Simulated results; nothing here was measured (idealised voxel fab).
process module | voxel lift off
cross-section cut | 285 nm wide | cells 5 nm
A cross-section is a grid of square cells, given in bands from the top down. A band is one or more rows of cells.
Each band's line starts with the height of the band's top and of its bottom, in nm. Then come its materials from left to right, each with its width in nm. One material with "throughout" fills the band from edge to edge. "air" is empty space.
Height 0 is the level under which the wafer as received is all one material. The lowest band goes on downwards, as in "0 down".
A width such as "30 to 40" changes by the same amount from each row of cells to the next, from the band's top row to its bottom row.
"no change" after a step means that no cell of the cross-section changed.
closed voids: empty space of 8 cells or more with no open way to the top, each as width x height at its distance from the left edge, in nm
after a step's settings: what the simulator itself notes on the step
overlay nm, on a step with a mask: how far to the right of its planned place the mask lay; to the left if negative
plan
1 op RECEIVE | material Si
2 op CONFORMAL_DEP | material Al2O3 | thk nm 10
3 op PATTERN | tone open | mask id LINES | material resist | width nm 25 | pitch nm 50 | thk nm 25 | overlay nm -15
4 op DIRECTIONAL_DEP | material Ru | thk nm 10
5 op STRIP | etch materials resist
6 op CONFORMAL_DEP | material SiO2 | thk nm 5
varied across the wafers: overlay nm of step 3. The plan shows the first wafer's value. All wafers start alike
first wafer as received, after step 1
  0 down: Si throughout
  closed voids: none
first wafer at the end, after step 6
  25 to 20: air 85 | SiO2 35 | air 15 | SiO2 35 | air 115
  20 to 15: air 85 | SiO2 5 | Ru 25 | SiO2 5 | air 15 | SiO2 5 | Ru 25 | SiO2 5 | air 115
  15 to 10: SiO2 90 | Ru 25 | SiO2 25 | Ru 25 | SiO2 120
  10 to 0: Al2O3 throughout
  0 down: Si throughout
  closed voids: none
last wafer at the end
  25 to 20: air 115 | SiO2 35 | air 15 | SiO2 35 | air 85
  20 to 15: air 115 | SiO2 5 | Ru 25 | SiO2 5 | air 15 | SiO2 5 | Ru 25 | SiO2 5 | air 85
  15 to 10: SiO2 120 | Ru 25 | SiO2 25 | Ru 25 | SiO2 90
  10 to 0: Al2O3 throughout
  0 down: Si throughout
  closed voids: none
each wafer at the end: cells of each material gained (+) or lost (-) since it was received, then its closed voids
overlay nm -15 | +114 Al2O3 | +20 Ru | +65 SiO2 | closed voids: none
overlay nm -10 | +114 Al2O3 | +20 Ru | +65 SiO2 | closed voids: none
overlay nm -5 | +114 Al2O3 | +20 Ru | +65 SiO2 | closed voids: none
overlay nm 0 | +114 Al2O3 | +20 Ru | +65 SiO2 | closed voids: none
overlay nm 5 | +114 Al2O3 | +20 Ru | +65 SiO2 | closed voids: none
overlay nm 10 | +114 Al2O3 | +20 Ru | +65 SiO2 | closed voids: none
overlay nm 15 | +114 Al2O3 | +20 Ru | +65 SiO2 | closed voids: none
